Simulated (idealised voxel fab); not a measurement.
You're looking at the process module voxel local oxidation.
The cross-section shown here is cut; it is 260 nm wide and divided into square cells measuring 5 nm on a side.
Format of a cross-section: grid, square cells. Given as bands. Order: top down. Band: one or more rows of cells. Basically the band line says how high the top is and how high the bottom is, in nm, and then what's in it from left to right, every material with its width in nm. Empty space shows up as "blank", and if a single material carries "edge to edge" it runs the full band edge to edge. Heads up on the height convention: 0 is the point under which the incoming wafer is all one material, and the lowest band has no bottom, it just keeps going down, like "0 down". The width entry "30..40" should be interpreted row by row: the top row of cells in the band takes the first number, the bottom row takes the second number, and the change between adjacent rows is uniform throughout. A step reported as "identical to before" is a step in which no cell of the cross-section changed. Empty spaces counting at least 8 cells and having no open way to the top are listed in "Fully sealed cavities". The notation width x height at distance is used for each, the distance being from the left edge and all three values in nm. What comes after the settings on a step's line is commentary from the simulator itself on that step. overlay nm: how far to the right of its planned place the mask lay on this masked step (negative: to the left).

PROCESS STEPS FORESEEN IN THE PLAN
1,RECEIVE [material Si]
2,OXIDIZE [depth nm 5]
3,CONFORMAL_DEP [material SiN] [thk nm 15]
4,PATTERN [tone cover] [mask id ACTIVE] [material resist] [width nm 100] [pitch nm 125] [thk nm 20] [overlay nm 0]
5,DIRECTIONAL_ETCH [etch materials SiN] [depth nm 15]
6,STRIP [etch materials resist]
7,SELECTIVE_ETCH [etch materials SiO2] [depth nm 5]
8,OXIDIZE [depth nm 15]
9,STRIP [etch materials SiN]

HERE'S WHAT THE WAFER LOOKED LIKE IN CROSS-SECTION WHEN IT ARRIVED - THAT'S AFTER STEP 1
  0 down: Si edge to edge
  Fully sealed cavities: none

WAFER CROSS-SECTION AT END OF MODULE: START AND PLAN AS SHOWN ABOVE, ONE EXECUTION ERROR
  0 to -5: 20 of blank / 90 of SiO2 / 35 of blank / 90 of SiO2 / 25 of blank
  -5 to -10: SiO2 edge to edge
  -10 down: Si edge to edge
  Fully sealed cavities: none
Run error: so step 2 ended up running with a different setting than we planned, it ran as OXIDIZE [depth nm 10]
